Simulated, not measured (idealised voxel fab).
Process module under the name voxel capacitor over wiring
Square cell edge 5 nm, section width 300 nm, ID cut.
Think of the cross-section as a grid of square cells. We describe it in bands, top to bottom, and each band covers one or more rows of those cells. Band: top and bottom heights (nm) first, top before bottom; then materials from left to right, widths in nm. "edge to edge" marks a sole material filling the band edge to edge. "air" denotes empty space. Height 0 is the level under which the wafer as received is all one material. The lowest band goes on downwards, as in "z 0 and below". Note: "30 to 40" means the width goes from the first number (top row of the band) to the second number (bottom row) in equal steps per row of cells. The designation "remains unaltered", where it is given for a processing step, indicates that no cell of the cross-section was altered in the course of that step. Closed empty spaces (no open way to the top) of 8 cells or more are what "Closed internal cavities" lists, each as width x height at distance from the left edge, nm for all three. Heads up: the bit after the settings on a step's line is the simulator's remark on that step. overlay nm: right-of-plan distance of the mask on a masked step; negative values mean left-of-plan.
## The process steps that were planned are listed below
1,RECEIVE, material Si
2,CONFORMAL_DEP, material SiO2, thk nm 10
3,DIRECTIONAL_DEP, material TiN, thk nm 5
4,DIRECTIONAL_DEP, material W, thk nm 25
5,PATTERN, tone cover, mask id METAL_1, material resist, width nm 20, pitch nm 85, thk nm 20, overlay nm 0
6,DIRECTIONAL_ETCH, etch materials W, depth nm 25
7,DIRECTIONAL_ETCH, etch materials TiN, depth nm 5
8,STRIP, etch materials resist
9,FILL_DEP, material SiO2, thk nm 10
10,CMP, height nm 40
11,CONFORMAL_DEP, material SiCN, thk nm 5
12,DIRECTIONAL_DEP, material SiO2, thk nm 20
13,DIRECTIONAL_DEP, material aC, thk nm 15
14,PATTERN, tone open, mask id PLUG_1, material resist, width nm 15, thk nm 35, overlay nm 0
15,DIRECTIONAL_ETCH, etch materials aC, depth nm 15
16,STRIP, etch materials resist
17,DIRECTIONAL_ETCH, etch materials SiO2, depth nm 20
18,DIRECTIONAL_ETCH, etch materials SiCN, depth nm 5
19,STRIP, etch materials aC
20,CONFORMAL_DEP, material TiN, thk nm 5
21,FILL_DEP, material Cu, thk nm 10
22,CMP, height nm 65
23,DIRECTIONAL_DEP, material TiN, thk nm 10
24,DIRECTIONAL_DEP, material Al2O3, thk nm 5
25,DIRECTIONAL_DEP, material TiN, thk nm 5
26,DIRECTIONAL_DEP, material aC, thk nm 10
27,PATTERN, tone cover, mask id UPPER_PLATE, material resist, width nm 70, thk nm 30, overlay nm 0
28,DIRECTIONAL_ETCH, etch materials aC, depth nm 10
29,STRIP, etch materials resist
30,DIRECTIONAL_ETCH, etch materials TiN, depth nm 5
31,DIRECTIONAL_ETCH, etch materials Al2O3, depth nm 5
32,STRIP, etch materials aC
33,DIRECTIONAL_DEP, material aC, thk nm 10
34,PATTERN, tone cover, mask id LOWER_PLATE, material resist, width nm 80, thk nm 30, overlay nm 0
35,DIRECTIONAL_ETCH, etch materials aC, depth nm 10
36,STRIP, etch materials resist
37,DIRECTIONAL_ETCH, etch materials TiN, depth nm 10
38,STRIP, etch materials aC
39,FILL_DEP, material SiO2, thk nm 20
40,CMP, height nm 100
41,PATTERN, tone open, mask id PLUG_2, material resist, width nm 15, thk nm 15, overlay nm 0
42,DIRECTIONAL_ETCH, etch materials SiO2, depth nm 15
43,STRIP, etch materials resist
44,CONFORMAL_DEP, material TiN, thk nm 5
45,FILL_DEP, material W, thk nm 10
46,CMP, height nm 100
47,CONFORMAL_DEP, material SiCN, thk nm 5
## First of the two wafers, run per plan
## As-received wafer cross-section (after step 1)
* z 0 and below = Si edge to edge
* Closed internal cavities: none
## Wafer xsec, post step 2
* z 10 to 0 = SiO2 edge to edge
* below 0: unchanged
## Wafer xsec, post step 3
* z 15 to 10 = TiN edge to edge
* below 10: unchanged
## Wafer xsec, post step 4
* z 40 to 15 = W edge to edge
* below 15: unchanged
## Wafer xsec, post step 5
* z 60 to 40 = air=95; resist=20; air=65; resist=20; air=100
* below 40: unchanged
## Wafer xsec, post step 6
* z 60 to 40 = air=95; resist=20; air=65; resist=20; air=100
* z 40 to 15 = air=95; W=20; air=65; W=20; air=100
* below 15: unchanged
## Wafer xsec, post step 7
* z 60 to 40 = air=95; resist=20; air=65; resist=20; air=100
* z 40 to 15 = air=95; W=20; air=65; W=20; air=100
* z 15 to 10 = air=95; TiN=20; air=65; TiN=20; air=100
* below 10: unchanged
## Wafer xsec, post step 8
* z 40 to 15 = air=95; W=20; air=65; W=20; air=100
* below 15: unchanged
## Wafer xsec, post step 9
* z 50 to 40 = SiO2 edge to edge
* z 40 to 15 = SiO2=95; W=20; SiO2=65; W=20; SiO2=100
* z 15 to 10 = SiO2=95; TiN=20; SiO2=65; TiN=20; SiO2=100
* below 10: unchanged
## Wafer xsec, post step 10
* z 40 to 15 = SiO2=95; W=20; SiO2=65; W=20; SiO2=100
* below 15: unchanged
## Wafer xsec, post step 11
* z 45 to 40 = SiCN edge to edge
* below 40: unchanged
## Wafer xsec, post step 12
* z 65 to 45 = SiO2 edge to edge
* below 45: unchanged
## Wafer xsec, post step 13
* z 80 to 65 = aC edge to edge
* below 65: unchanged
## Wafer xsec, post step 14
* z 115 to 80 = resist=100; air=15; resist=185
* below 80: unchanged
## Wafer xsec, post step 15
* z 100 to 80 = resist=100; air=15; resist=185
* z 80 to 65 = aC=100; air=15; aC=185
* below 65: unchanged
## Wafer xsec, post step 16
* z 80 to 65 = aC=100; air=15; aC=185
* below 65: unchanged
## Wafer xsec, post step 17
* z 80 to 65 = aC=100; air=15; aC=185
* z 65 to 45 = SiO2=100; air=15; SiO2=185
* below 45: unchanged
## Wafer xsec, post step 18
* z 80 to 65 = aC=100; air=15; aC=185
* z 65 to 45 = SiO2=100; air=15; SiO2=185
* z 45 to 40 = SiCN=100; air=15; SiCN=185
* below 40: unchanged
## Wafer xsec, post step 19
* z 65 to 45 = SiO2=100; air=15; SiO2=185
* below 45: unchanged
## Wafer xsec, post step 20
* z 70 to 65 = TiN=105; air=5; TiN=190
* z 65 to 45 = SiO2=100; TiN=5; air=5; TiN=5; SiO2=185
* z 45 to 40 = SiCN=100; TiN=15; SiCN=185
* below 40: unchanged
## Wafer xsec, post step 21
* z 80 to 70 = Cu edge to edge
* z 70 to 65 = TiN=105; Cu=5; TiN=190
* z 65 to 45 = SiO2=100; TiN=5; Cu=5; TiN=5; SiO2=185
* below 45: unchanged
## Wafer xsec, post step 22
* z 65 to 45 = SiO2=100; TiN=5; Cu=5; TiN=5; SiO2=185
* below 45: unchanged
## Wafer xsec, post step 23
* z 75 to 65 = TiN edge to edge
* below 65: unchanged
## Wafer xsec, post step 24
* z 80 to 75 = Al2O3 edge to edge
* below 75: unchanged
## Wafer xsec, post step 25
* z 85 to 80 = TiN edge to edge
* below 80: unchanged
## Wafer xsec, post step 26
* z 95 to 85 = aC edge to edge
* below 85: unchanged
## Wafer xsec, post step 27
* z 125 to 95 = air=100; resist=70; air=130
* below 95: unchanged
## Wafer xsec, post step 28
* z 115 to 95 = air=100; resist=70; air=130
* z 95 to 85 = air=100; aC=70; air=130
* below 85: unchanged
## Wafer xsec, post step 29
* z 95 to 85 = air=100; aC=70; air=130
* below 85: unchanged
## Wafer xsec, post step 30
* z 95 to 85 = air=100; aC=70; air=130
* z 85 to 80 = air=100; TiN=70; air=130
* below 80: unchanged
## Wafer xsec, post step 31
* z 95 to 85 = air=100; aC=70; air=130
* z 85 to 80 = air=100; TiN=70; air=130
* z 80 to 75 = air=100; Al2O3=70; air=130
* below 75: unchanged
## Wafer xsec, post step 32
* z 85 to 80 = air=100; TiN=70; air=130
* below 80: unchanged
## Wafer xsec, post step 33
* z 95 to 85 = air=100; aC=70; air=130
* z 85 to 80 = aC=100; TiN=70; aC=130
* z 80 to 75 = aC=100; Al2O3=70; aC=130
* below 75: unchanged
## Wafer xsec, post step 34
* z 125 to 95 = air=95; resist=80; air=125
* z 95 to 85 = air=95; resist=5; aC=70; resist=5; air=125
* below 85: unchanged
## Wafer xsec, post step 35
* z 115 to 95 = air=95; resist=80; air=125
* z 95 to 85 = air=95; resist=5; aC=70; resist=5; air=125
* z 85 to 80 = air=95; aC=5; TiN=70; aC=5; air=125
* z 80 to 75 = air=95; aC=5; Al2O3=70; aC=5; air=125
* below 75: unchanged
## Wafer xsec, post step 36
* z 95 to 85 = air=100; aC=70; air=130
* below 85: unchanged
## Wafer xsec, post step 37
* z 95 to 85 = air=100; aC=70; air=130
* z 85 to 80 = air=95; aC=5; TiN=70; aC=5; air=125
* z 80 to 75 = air=95; aC=5; Al2O3=70; aC=5; air=125
* z 75 to 65 = air=95; TiN=80; air=125
* below 65: unchanged
## Wafer xsec, post step 38
* z 85 to 80 = air=100; TiN=70; air=130
* z 80 to 75 = air=100; Al2O3=70; air=130
* below 75: unchanged
## Wafer xsec, post step 39
* z 105 to 85 = SiO2 edge to edge
* z 85 to 80 = SiO2=100; TiN=70; SiO2=130
* z 80 to 75 = SiO2=100; Al2O3=70; SiO2=130
* z 75 to 65 = SiO2=95; TiN=80; SiO2=125
* below 65: unchanged
## Wafer xsec, post step 40
* z 100 to 85 = SiO2 edge to edge
* below 85: unchanged
## Wafer xsec, post step 41
* z 115 to 100 = resist=110; air=15; resist=175
* below 100: unchanged
## Wafer xsec, post step 42
* z 115 to 100 = resist=110; air=15; resist=175
* z 100 to 85 = SiO2=110; air=15; SiO2=175
* below 85: unchanged
## Wafer xsec, post step 43
* z 100 to 85 = SiO2=110; air=15; SiO2=175
* below 85: unchanged
## Wafer xsec, post step 44
* z 105 to 100 = TiN=115; air=5; TiN=180
* z 100 to 90 = SiO2=110; TiN=5; air=5; TiN=5; SiO2=175
* z 90 to 80 = SiO2=110 to 100; TiN=15 to 70; SiO2=175 to 130
* below 80: unchanged
## Wafer xsec, post step 45
* z 115 to 105 = W edge to edge
* z 105 to 100 = TiN=115; W=5; TiN=180
* z 100 to 90 = SiO2=110; TiN=5; W=5; TiN=5; SiO2=175
* below 90: unchanged
## Wafer xsec, post step 46
* z 100 to 90 = SiO2=110; TiN=5; W=5; TiN=5; SiO2=175
* below 90: unchanged
## Wafer xsec, post step 47
* z 105 to 100 = SiCN edge to edge
* below 100: unchanged
## Okay, second wafer. Nothing different at the start, nothing different in the plan, just one mistake somewhere in the running. As far as step 21, counting that step, it's the first wafer all over again
## The second wafer in cross-section, at the planned close of step 22
* z 75 to 70 = Cu edge to edge
* below 70: unchanged
## The second wafer in cross-section, at the planned close of step 23
* z 85 to 75 = TiN edge to edge
* below 75: unchanged
## The second wafer in cross-section, at the planned close of step 24
* z 90 to 85 = Al2O3 edge to edge
* below 85: unchanged
## The second wafer in cross-section, at the planned close of step 25
* z 95 to 90 = TiN edge to edge
* below 90: unchanged
## The second wafer in cross-section, at the planned close of step 26
* z 105 to 95 = aC edge to edge
* below 95: unchanged
## The second wafer in cross-section, at the planned close of step 27
* z 135 to 105 = air=100; resist=70; air=130
* below 105: unchanged
## The second wafer in cross-section, at the planned close of step 28
* z 125 to 105 = air=100; resist=70; air=130
* z 105 to 95 = air=100; aC=70; air=130
* below 95: unchanged
## The second wafer in cross-section, at the planned close of step 29
* z 105 to 95 = air=100; aC=70; air=130
* below 95: unchanged
## The second wafer in cross-section, at the planned close of step 30
* z 105 to 95 = air=100; aC=70; air=130
* z 95 to 90 = air=100; TiN=70; air=130
* below 90: unchanged
## The second wafer in cross-section, at the planned close of step 31
* z 105 to 95 = air=100; aC=70; air=130
* z 95 to 90 = air=100; TiN=70; air=130
* z 90 to 85 = air=100; Al2O3=70; air=130
* below 85: unchanged
## The second wafer in cross-section, at the planned close of step 32
* z 95 to 90 = air=100; TiN=70; air=130
* below 90: unchanged
## The second wafer in cross-section, at the planned close of step 33
* z 105 to 95 = air=100; aC=70; air=130
* z 95 to 90 = aC=100; TiN=70; aC=130
* z 90 to 85 = aC=100; Al2O3=70; aC=130
* below 85: unchanged
## The second wafer in cross-section, at the planned close of step 34
* z 135 to 105 = air=95; resist=80; air=125
* z 105 to 95 = air=95; resist=5; aC=70; resist=5; air=125
* below 95: unchanged
## The second wafer in cross-section, at the planned close of step 35
* z 125 to 105 = air=95; resist=80; air=125
* z 105 to 95 = air=95; resist=5; aC=70; resist=5; air=125
* z 95 to 90 = air=95; aC=5; TiN=70; aC=5; air=125
* z 90 to 85 = air=95; aC=5; Al2O3=70; aC=5; air=125
* below 85: unchanged
## The second wafer in cross-section, at the planned close of step 36
* z 105 to 95 = air=100; aC=70; air=130
* below 95: unchanged
## The second wafer in cross-section, at the planned close of step 37
* z 105 to 95 = air=100; aC=70; air=130
* z 95 to 90 = air=95; aC=5; TiN=70; aC=5; air=125
* z 90 to 85 = air=95; aC=5; Al2O3=70; aC=5; air=125
* z 85 to 75 = air=95; TiN=80; air=125
* below 75: unchanged
## The second wafer in cross-section, at the planned close of step 38
* z 95 to 90 = air=100; TiN=70; air=130
* z 90 to 85 = air=100; Al2O3=70; air=130
* below 85: unchanged
## The second wafer in cross-section, at the planned close of step 39
* z 115 to 95 = SiO2 edge to edge
* z 95 to 90 = SiO2=100; TiN=70; SiO2=130
* z 90 to 85 = SiO2=100; Al2O3=70; SiO2=130
* z 85 to 75 = SiO2=95; TiN=80; SiO2=125
* below 75: unchanged
## The second wafer in cross-section, at the planned close of step 40
* z 100 to 95 = SiO2 edge to edge
* below 95: unchanged
## The second wafer in cross-section, at the planned close of step 41
* z 115 to 100 = resist=110; air=15; resist=175
* below 100: unchanged
## The second wafer in cross-section, at the planned close of step 42
* z 115 to 100 = resist=110; air=15; resist=175
* z 100 to 95 = SiO2=110; air=15; SiO2=175
* below 95: unchanged
## The second wafer in cross-section, at the planned close of step 43
* z 100 to 95 = SiO2=110; air=15; SiO2=175
* below 95: unchanged
## The second wafer in cross-section, at the planned close of step 44
* z 105 to 100 = TiN=115; air=5; TiN=180
* z 100 to 90 = SiO2=110 to 100; TiN=15 to 70; SiO2=175 to 130
* below 90: unchanged
## The second wafer in cross-section, at the planned close of step 45
* z 115 to 105 = W edge to edge
* z 105 to 100 = TiN=115; W=5; TiN=180
* below 100: unchanged
## The second wafer in cross-section, at the planned close of step 46
* z 100 to 90 = SiO2=110 to 100; TiN=15 to 70; SiO2=175 to 130
* below 90: unchanged
## The second wafer in cross-section, at the planned close of step 47
* z 105 to 100 = SiCN edge to edge
* below 100: unchanged
Where did the run depart from the plan? step 22: run off-plan, actual operation and settings CMP, height nm 75
Looking at both finished wafers in cells, the second ends up ahead of or behind the first on some materials: 61 more of Cu, 114 fewer of SiO2, 55 more of TiN, 2 fewer of W
